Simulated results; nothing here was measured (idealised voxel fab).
This section sets out a process module, namely voxel wiring stack.
This is section cut - it's 155 nm across, gridded in 5 nm square cells.
Square cells in a grid make up a cross-section in this document, and the grid is given as bands, listed from the top down, each one or more rows of cells. The band entry comprises the height of the band's top followed by the height of its bottom, expressed in nm, and subsequently the band's materials from left to right, each stated together with its width in nm. Where a single material is marked with the word "everywhere", that material fills the band from edge to edge. The word "air" represents empty space. Where do heights start? At 0: under that level the wafer as delivered is made of one material only. And the lowest band has no floor; it just carries on downward, as in "0..down". Note: "30..40" means the width goes from the first number (top row of the band) to the second number (bottom row) in equal steps per row of cells. It should be understood that the words "same as before", when stated for a given step, signify that the cross-section underwent no change in any of its cells during that step. Listed in "Enclosed internal cavities": every empty space of 8 or more cells without an open way to the top. Form: width x height at distance, the distance being from the left edge, all in nm. On a step's line, text after the settings is the simulator commenting on that step. A step line may carry the setting "overlay nm", which, for steps involving a mask, states the distance by which the mask lay to the right of its intended position; negative values denote displacement to the left.

[Intended process steps]
1) RECEIVE | material Si
2) CONFORMAL_DEP | material SiO2 | thk nm 15
3) DIRECTIONAL_DEP | material TiN | thk nm 5
4) DIRECTIONAL_DEP | material Ru | thk nm 20
5) PATTERN | tone cover | mask id METAL_1 | material resist | width nm 20 | pitch nm 35 | thk nm 15 | overlay nm 0
6) DIRECTIONAL_ETCH | etch materials Ru | depth nm 20
7) DIRECTIONAL_ETCH | etch materials TiN | depth nm 5
8) STRIP | etch materials resist
9) CONFORMAL_DEP | material SiN | thk nm 5
10) FILL_DEP | material SiO2 | thk nm 5
11) CMP | height nm 40
12) CONFORMAL_DEP | material SiCN | thk nm 5
13) DIRECTIONAL_DEP | material SiO2 | thk nm 10
14) PATTERN | tone open | mask id PLUG_1 | material resist | width nm 15 | pitch nm 70 | thk nm 15 | overlay nm 0
15) DIRECTIONAL_ETCH | etch materials SiO2 | depth nm 10
16) DIRECTIONAL_ETCH | etch materials SiCN | depth nm 5
17) STRIP | etch materials resist
18) CONFORMAL_DEP | material TiN | thk nm 5
19) FILL_DEP | material Cu | thk nm 5
20) CMP | height nm 55
21) CONFORMAL_DEP | material SiN | thk nm 5
22) DIRECTIONAL_DEP | material lowk | thk nm 25
23) DIRECTIONAL_DEP | material aC | thk nm 15
24) PATTERN | tone open | mask id METAL_2 | material resist | width nm 20 | pitch nm 35 | thk nm 30 | overlay nm 0
25) DIRECTIONAL_ETCH | etch materials aC | depth nm 15
26) STRIP | etch materials resist
27) DIRECTIONAL_ETCH | etch materials lowk | depth nm 25
28) DIRECTIONAL_ETCH | etch materials SiN | depth nm 5
29) STRIP | etch materials aC
30) CONFORMAL_DEP | material TiN | thk nm 5
31) FILL_DEP | material Cu | thk nm 10
32) CMP | height nm 85
33) EPI | material Ru | thk nm 5
34) FILL_DEP | material SiCN | thk nm 5
35) DIRECTIONAL_DEP | material SiO2 | thk nm 20
36) PATTERN | tone open | mask id PLUG_2 | material resist | width nm 15 | pitch nm 35 | thk nm 15 | overlay nm 0
37) DIRECTIONAL_ETCH | etch materials SiO2 | depth nm 20
38) DIRECTIONAL_ETCH | etch materials SiCN | depth nm 5
39) STRIP | etch materials resist
40) EPI | material Ru | thk nm 10
41) EPI | material Ru | thk nm 10
42) EPI | material Ru | thk nm 5
43) CONFORMAL_DEP | material SiN | thk nm 5
44) DIRECTIONAL_DEP | material lowk | thk nm 15
45) MASKED_ETCH | tone open | mask id METAL_3 | width nm 20 | pitch nm 35 | etch materials lowk | depth nm 15 | overlay nm 0
46) MASKED_ETCH | tone open | mask id METAL_3 | width nm 20 | pitch nm 35 | etch materials SiN | depth nm 5 | overlay nm 0
47) CONFORMAL_DEP | material TiN | thk nm 5
48) FILL_DEP | material Cu | thk nm 5
49) CMP | height nm 135
50) CONFORMAL_DEP | material SiN | thk nm 5

[first wafer, as planned]

[This is the cross-section of the wafer as we received it, i.e. after step 1]
0..down  Si everywhere
Enclosed internal cavities: none

[You're looking at a cross-section of the wafer after step 2]
15..0  SiO2 everywhere
No changes below 0.

[You're looking at a cross-section of the wafer after step 3]
20..15  TiN everywhere
No changes below 15.

[You're looking at a cross-section of the wafer after step 4]
40..20  Ru everywhere
No changes below 20.

[You're looking at a cross-section of the wafer after step 5]
55..40  air 30, then resist 20, then air 15, then resist 20, then air 15, then resist 20, then air 35
No changes below 40.

[You're looking at a cross-section of the wafer after step 6]
55..40  air 30, then resist 20, then air 15, then resist 20, then air 15, then resist 20, then air 35
40..20  air 30, then Ru 20, then air 15, then Ru 20, then air 15, then Ru 20, then air 35
No changes below 20.

[You're looking at a cross-section of the wafer after step 7]
55..40  air 30, then resist 20, then air 15, then resist 20, then air 15, then resist 20, then air 35
40..20  air 30, then Ru 20, then air 15, then Ru 20, then air 15, then Ru 20, then air 35
20..15  air 30, then TiN 20, then air 15, then TiN 20, then air 15, then TiN 20, then air 35
No changes below 15.

[You're looking at a cross-section of the wafer after step 8]
40..20  air 30, then Ru 20, then air 15, then Ru 20, then air 15, then Ru 20, then air 35
No changes below 20.

[You're looking at a cross-section of the wafer after step 9]
45..40  air 25, then SiN 30, then air 5, then SiN 30, then air 5, then SiN 30, then air 30
40..20  air 25, then SiN 5, then Ru 20, then SiN 5, then air 5, then SiN 5, then Ru 20, then SiN 5, then air 5, then SiN 5, then Ru 20, then SiN 5, then air 30
20..15  SiN 30, then TiN 20, then SiN 15, then TiN 20, then SiN 15, then TiN 20, then SiN 35
No changes below 15.

[You're looking at a cross-section of the wafer after step 10]
50..45  SiO2 everywhere
45..40  SiO2 25, then SiN 30, then SiO2 5, then SiN 30, then SiO2 5, then SiN 30, then SiO2 30
40..20  SiO2 25, then SiN 5, then Ru 20, then SiN 5, then SiO2 5, then SiN 5, then Ru 20, then SiN 5, then SiO2 5, then SiN 5, then Ru 20, then SiN 5, then SiO2 30
No changes below 20.

[You're looking at a cross-section of the wafer after step 11]
40..20  SiO2 25, then SiN 5, then Ru 20, then SiN 5, then SiO2 5, then SiN 5, then Ru 20, then SiN 5, then SiO2 5, then SiN 5, then Ru 20, then SiN 5, then SiO2 30
No changes below 20.

[You're looking at a cross-section of the wafer after step 12]
45..40  SiCN everywhere
No changes below 40.

[You're looking at a cross-section of the wafer after step 13]
55..45  SiO2 everywhere
No changes below 45.

[You're looking at a cross-section of the wafer after step 14]
70..55  resist 30, then air 15, then resist 55, then air 15, then resist 40
No changes below 55.

[You're looking at a cross-section of the wafer after step 15]
70..55  resist 30, then air 15, then resist 55, then air 15, then resist 40
55..45  SiO2 30, then air 15, then SiO2 55, then air 15, then SiO2 40
No changes below 45.

[You're looking at a cross-section of the wafer after step 16]
70..55  resist 30, then air 15, then resist 55, then air 15, then resist 40
55..45  SiO2 30, then air 15, then SiO2 55, then air 15, then SiO2 40
45..40  SiCN 30, then air 15, then SiCN 55, then air 15, then SiCN 40
No changes below 40.

[You're looking at a cross-section of the wafer after step 17]
55..45  SiO2 30, then air 15, then SiO2 55, then air 15, then SiO2 40
No changes below 45.

[You're looking at a cross-section of the wafer after step 18]
60..55  TiN 35, then air 5, then TiN 65, then air 5, then TiN 45
55..45  SiO2 30, then TiN 5, then air 5, then TiN 5, then SiO2 55, then TiN 5, then air 5, then TiN 5, then SiO2 40
45..40  SiCN 30, then TiN 15, then SiCN 55, then TiN 15, then SiCN 40
No changes below 40.

[You're looking at a cross-section of the wafer after step 19]
65..60  Cu everywhere
60..55  TiN 35, then Cu 5, then TiN 65, then Cu 5, then TiN 45
55..45  SiO2 30, then TiN 5, then Cu 5, then TiN 5, then SiO2 55, then TiN 5, then Cu 5, then TiN 5, then SiO2 40
No changes below 45.

[You're looking at a cross-section of the wafer after step 20]
55..45  SiO2 30, then TiN 5, then Cu 5, then TiN 5, then SiO2 55, then TiN 5, then Cu 5, then TiN 5, then SiO2 40
No changes below 45.

[You're looking at a cross-section of the wafer after step 21]
60..55  SiN everywhere
No changes below 55.

[You're looking at a cross-section of the wafer after step 22]
85..60  lowk everywhere
No changes below 60.

[You're looking at a cross-section of the wafer after step 23]
100..85  aC everywhere
No changes below 85.

[You're looking at a cross-section of the wafer after step 24]
130..100  resist 30, then air 20, then resist 15, then air 20, then resist 15, then air 20, then resist 35
No changes below 100.

[You're looking at a cross-section of the wafer after step 25]
115..100  resist 30, then air 20, then resist 15, then air 20, then resist 15, then air 20, then resist 35
100..85  aC 30, then air 20, then aC 15, then air 20, then aC 15, then air 20, then aC 35
No changes below 85.

[You're looking at a cross-section of the wafer after step 26]
100..85  aC 30, then air 20, then aC 15, then air 20, then aC 15, then air 20, then aC 35
No changes below 85.

[You're looking at a cross-section of the wafer after step 27]
100..85  aC 30, then air 20, then aC 15, then air 20, then aC 15, then air 20, then aC 35
85..60  lowk 30, then air 20, then lowk 15, then air 20, then lowk 15, then air 20, then lowk 35
No changes below 60.

[You're looking at a cross-section of the wafer after step 28]
100..85  aC 30, then air 20, then aC 15, then air 20, then aC 15, then air 20, then aC 35
85..60  lowk 30, then air 20, then lowk 15, then air 20, then lowk 15, then air 20, then lowk 35
60..55  SiN 30, then air 20, then SiN 15, then air 20, then SiN 15, then air 20, then SiN 35
No changes below 55.

[You're looking at a cross-section of the wafer after step 29]
85..60  lowk 30, then air 20, then lowk 15, then air 20, then lowk 15, then air 20, then lowk 35
No changes below 60.

[You're looking at a cross-section of the wafer after step 30]
90..85  TiN 35, then air 10, then TiN 25, then air 10, then TiN 25, then air 10, then TiN 40
85..60  lowk 30, then TiN 5, then air 10, then TiN 5, then lowk 15, then TiN 5, then air 10, then TiN 5, then lowk 15, then TiN 5, then air 10, then TiN 5, then lowk 35
60..55  SiN 30, then TiN 20, then SiN 15, then TiN 20, then SiN 15, then TiN 20, then SiN 35
No changes below 55.

[You're looking at a cross-section of the wafer after step 31]
100..90  Cu everywhere
90..85  TiN 35, then Cu 10, then TiN 25, then Cu 10, then TiN 25, then Cu 10, then TiN 40
85..60  lowk 30, then TiN 5, then Cu 10, then TiN 5, then lowk 15, then TiN 5, then Cu 10, then TiN 5, then lowk 15, then TiN 5, then Cu 10, then TiN 5, then lowk 35
No changes below 60.

[You're looking at a cross-section of the wafer after step 32]
85..60  lowk 30, then TiN 5, then Cu 10, then TiN 5, then lowk 15, then TiN 5, then Cu 10, then TiN 5, then lowk 15, then TiN 5, then Cu 10, then TiN 5, then lowk 35
No changes below 60.

[You're looking at a cross-section of the wafer after step 33]
90..85  air 25, then Ru 30, then air 5, then Ru 30, then air 5, then Ru 30, then air 30
No changes below 85.

[You're looking at a cross-section of the wafer after step 34]
95..90  SiCN everywhere
90..85  SiCN 25, then Ru 30, then SiCN 5, then Ru 30, then SiCN 5, then Ru 30, then SiCN 30
No changes below 85.

[You're looking at a cross-section of the wafer after step 35]
115..95  SiO2 everywhere
No changes below 95.

[You're looking at a cross-section of the wafer after step 36]
130..115  resist 30, then air 15, then resist 20, then air 15, then resist 20, then air 15, then resist 40
No changes below 115.

[You're looking at a cross-section of the wafer after step 37]
130..115  resist 30, then air 15, then resist 20, then air 15, then resist 20, then air 15, then resist 40
115..95  SiO2 30, then air 15, then SiO2 20, then air 15, then SiO2 20, then air 15, then SiO2 40
No changes below 95.

[You're looking at a cross-section of the wafer after step 38]
130..115  resist 30, then air 15, then resist 20, then air 15, then resist 20, then air 15, then resist 40
115..95  SiO2 30, then air 15, then SiO2 20, then air 15, then SiO2 20, then air 15, then SiO2 40
95..90  SiCN 30, then air 15, then SiCN 20, then air 15, then SiCN 20, then air 15, then SiCN 40
No changes below 90.

[You're looking at a cross-section of the wafer after step 39]
115..95  SiO2 30, then air 15, then SiO2 20, then air 15, then SiO2 20, then air 15, then SiO2 40
No changes below 95.

[You're looking at a cross-section of the wafer after step 40]
115..100  SiO2 30, then air 15, then SiO2 20, then air 15, then SiO2 20, then air 15, then SiO2 40
100..95  SiO2 30, then Ru 15, then SiO2 20, then Ru 15, then SiO2 20, then Ru 15, then SiO2 40
95..85  SiCN 30..25, then Ru 15..30, then SiCN 20..5, then Ru 15..30, then SiCN 20..5, then Ru 15..30, then SiCN 40..30
No changes below 85.

[You're looking at a cross-section of the wafer after step 41]
115..110  SiO2 30, then air 15, then SiO2 20, then air 15, then SiO2 20, then air 15, then SiO2 40
110..95  SiO2 30, then Ru 15, then SiO2 20, then Ru 15, then SiO2 20, then Ru 15, then SiO2 40
No changes below 95.

[You're looking at a cross-section of the wafer after step 42]
115..95  SiO2 30, then Ru 15, then SiO2 20, then Ru 15, then SiO2 20, then Ru 15, then SiO2 40
No changes below 95.

[You're looking at a cross-section of the wafer after step 43]
120..115  SiN everywhere
No changes below 115.

[You're looking at a cross-section of the wafer after step 44]
135..120  lowk everywhere
No changes below 120.

[You're looking at a cross-section of the wafer after step 45]
135..120  lowk 30, then air 20, then lowk 15, then air 20, then lowk 15, then air 20, then lowk 35
No changes below 120.

[You're looking at a cross-section of the wafer after step 46]
135..120  lowk 30, then air 20, then lowk 15, then air 20, then lowk 15, then air 20, then lowk 35
120..115  SiN 30, then air 20, then SiN 15, then air 20, then SiN 15, then air 20, then SiN 35
No changes below 115.

[You're looking at a cross-section of the wafer after step 47]
140..135  TiN 35, then air 10, then TiN 25, then air 10, then TiN 25, then air 10, then TiN 40
135..120  lowk 30, then TiN 5, then air 10, then TiN 5, then lowk 15, then TiN 5, then air 10, then TiN 5, then lowk 15, then TiN 5, then air 10, then TiN 5, then lowk 35
120..115  SiN 30, then TiN 20, then SiN 15, then TiN 20, then SiN 15, then TiN 20, then SiN 35
No changes below 115.

[You're looking at a cross-section of the wafer after step 48]
145..140  Cu everywhere
140..135  TiN 35, then Cu 10, then TiN 25, then Cu 10, then TiN 25, then Cu 10, then TiN 40
135..120  lowk 30, then TiN 5, then Cu 10, then TiN 5, then lowk 15, then TiN 5, then Cu 10, then TiN 5, then lowk 15, then TiN 5, then Cu 10, then TiN 5, then lowk 35
No changes below 120.

[You're looking at a cross-section of the wafer after step 49]
135..120  lowk 30, then TiN 5, then Cu 10, then TiN 5, then lowk 15, then TiN 5, then Cu 10, then TiN 5, then lowk 15, then TiN 5, then Cu 10, then TiN 5, then lowk 35
No changes below 120.

[You're looking at a cross-section of the wafer after step 50]
140..135  SiN everywhere
No changes below 135.

[Okay, second wafer. Nothing different at the start, nothing different in the plan, just one mistake somewhere in the running. As far as step 31, counting that step, it's the first wafer all over again]

Second wafer, sectioned view, at step 32's planned end time: same as before

[Second wafer, sectioned view, at step 33's planned end time]
105..100  Ru everywhere
No changes below 100.

[Second wafer, sectioned view, at step 34's planned end time]
110..105  SiCN everywhere
No changes below 105.

[Second wafer, sectioned view, at step 35's planned end time]
130..110  SiO2 everywhere
No changes below 110.

[Second wafer, sectioned view, at step 36's planned end time]
145..130  resist 30, then air 15, then resist 20, then air 15, then resist 20, then air 15, then resist 40
No changes below 130.

[Second wafer, sectioned view, at step 37's planned end time]
145..130  resist 30, then air 15, then resist 20, then air 15, then resist 20, then air 15, then resist 40
130..110  SiO2 30, then air 15, then SiO2 20, then air 15, then SiO2 20, then air 15, then SiO2 40
No changes below 110.

[Second wafer, sectioned view, at step 38's planned end time]
145..130  resist 30, then air 15, then resist 20, then air 15, then resist 20, then air 15, then resist 40
130..110  SiO2 30, then air 15, then SiO2 20, then air 15, then SiO2 20, then air 15, then SiO2 40
110..105  SiCN 30, then air 15, then SiCN 20, then air 15, then SiCN 20, then air 15, then SiCN 40
No changes below 105.

[Second wafer, sectioned view, at step 39's planned end time]
130..110  SiO2 30, then air 15, then SiO2 20, then air 15, then SiO2 20, then air 15, then SiO2 40
No changes below 110.

[Second wafer, sectioned view, at step 40's planned end time]
130..115  SiO2 30, then air 15, then SiO2 20, then air 15, then SiO2 20, then air 15, then SiO2 40
115..110  SiO2 30, then Ru 15, then SiO2 20, then Ru 15, then SiO2 20, then Ru 15, then SiO2 40
110..105  SiCN 30, then Ru 15, then SiCN 20, then Ru 15, then SiCN 20, then Ru 15, then SiCN 40
No changes below 105.

[Second wafer, sectioned view, at step 41's planned end time]
130..125  SiO2 30, then air 15, then SiO2 20, then air 15, then SiO2 20, then air 15, then SiO2 40
125..110  SiO2 30, then Ru 15, then SiO2 20, then Ru 15, then SiO2 20, then Ru 15, then SiO2 40
No changes below 110.

[Second wafer, sectioned view, at step 42's planned end time]
130..110  SiO2 30, then Ru 15, then SiO2 20, then Ru 15, then SiO2 20, then Ru 15, then SiO2 40
No changes below 110.

[Second wafer, sectioned view, at step 43's planned end time]
135..130  SiN everywhere
No changes below 130.

[Second wafer, sectioned view, at step 44's planned end time]
150..135  lowk everywhere
No changes below 135.

[Second wafer, sectioned view, at step 45's planned end time]
150..135  lowk 30, then air 20, then lowk 15, then air 20, then lowk 15, then air 20, then lowk 35
No changes below 135.

[Second wafer, sectioned view, at step 46's planned end time]
150..135  lowk 30, then air 20, then lowk 15, then air 20, then lowk 15, then air 20, then lowk 35
135..130  SiN 30, then air 20, then SiN 15, then air 20, then SiN 15, then air 20, then SiN 35
No changes below 130.

[Second wafer, sectioned view, at step 47's planned end time]
155..150  TiN 35, then air 10, then TiN 25, then air 10, then TiN 25, then air 10, then TiN 40
150..135  lowk 30, then TiN 5, then air 10, then TiN 5, then lowk 15, then TiN 5, then air 10, then TiN 5, then lowk 15, then TiN 5, then air 10, then TiN 5, then lowk 35
135..130  SiN 30, then TiN 20, then SiN 15, then TiN 20, then SiN 15, then TiN 20, then SiN 35
No changes below 130.

[Second wafer, sectioned view, at step 48's planned end time]
160..155  Cu everywhere
155..150  TiN 35, then Cu 10, then TiN 25, then Cu 10, then TiN 25, then Cu 10, then TiN 40
150..135  lowk 30, then TiN 5, then Cu 10, then TiN 5, then lowk 15, then TiN 5, then Cu 10, then TiN 5, then lowk 15, then TiN 5, then Cu 10, then TiN 5, then lowk 35
No changes below 135.

[Second wafer, sectioned view, at step 49's planned end time]
135..130  SiN 30, then TiN 20, then SiN 15, then TiN 20, then SiN 15, then TiN 20, then SiN 35
No changes below 130.

[Second wafer, sectioned view, at step 50's planned end time]
140..135  SiN everywhere
No changes below 135.
It is concluded that the wafer was processed incorrectly with respect to the plan, in that the plan's step 32 was left out and never carried out
Final comparison by cell count, materials where the second wafer has more or fewer than the first: Cu +50, Ru +13, SiCN -13, TiN +7, lowk -57
